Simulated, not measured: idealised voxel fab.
The following is a process module called voxel fin reveal.
Square cell edge 5 nm, section width 185 nm, ID cut.
For the purposes of this document, a cross-section shall be understood as a grid of square cells, specified as bands listed in top-to-bottom order, each band consisting of one or more rows of cells.
Heights first: top, then bottom, in nm. Then materials, left to right, each with a width in nm. "all across" on a single material: fills the band edge to edge. "empty": empty space.
Convention: height 0 is the level below which the wafer, as received, is all one material. The lowest band does not terminate at the bottom but continues downward, represented as "0 nm and below".
A width such as "30 to 40" changes by the same amount from each row of cells to the next, from the band's top row to its bottom row.
It should be understood that the words "no modification", when stated for a given step, signify that the cross-section underwent no change in any of its cells during that step.
"Completely sealed voids" enumerates empty spaces isolated from the top, with no open way to it, that contain at least 8 cells, giving each as width x height at distance from the left edge, all three in nm.
Where a step's line continues beyond its settings, the continuation is a remark by the simulator itself on that step.
Regarding "overlay nm": on a step with a mask, it is the distance the mask lay to the right of its planned place; a negative value places it to the left.

-- Below is the list of planned process steps
1. RECEIVE: material Si
2. CONFORMAL_DEP: material SiN, thk nm 5
3. DIRECTIONAL_DEP: material aC, thk nm 15
4. PATTERN: tone cover, mask id FINS, material resist, width nm 15, pitch nm 45, thk nm 35, overlay nm 0
5. DIRECTIONAL_ETCH: etch materials aC, depth nm 15
6. STRIP: etch materials resist
7. DIRECTIONAL_ETCH: etch materials SiN, depth nm 5
8. DIRECTIONAL_ETCH: etch materials Si, depth nm 35
9. STRIP: etch materials aC
10. OXIDIZE: depth nm 5
11. FILL_DEP: material SiO2, thk nm 10
12. CMP: height nm 5
13. SELECTIVE_ETCH: etch materials SiO2, depth nm 20
14. STRIP: etch materials SiN
15. CONFORMAL_DEP: material SiO2, thk nm 5

-- Incoming wafer, cross-sectional view, post step 1
  0 nm and below | Si all across
  Completely sealed voids: none

-- Wafer at module end, in section. Began as above, planned as above, run with one mistake
  5 nm to 0 nm | SiO2 (60) / empty (15) / SiO2 (30) / empty (15) / SiO2 (65)
  0 nm to -10 nm | Si (55) / SiO2 (5) / empty (15) / SiO2 (5) / Si (20) / SiO2 (5) / empty (15) / SiO2 (5) / Si (60)
  -10 nm to -40 nm | Si (55) / SiO2 (25) / Si (20) / SiO2 (25) / Si (60)
  -40 nm and below | Si all across
  Completely sealed voids: none
Which mistake was made when the wafer was run? step 4 ran as: PATTERN: tone open, mask id FINS, material resist, width nm 15, pitch nm 45, thk nm 35, overlay nm 0
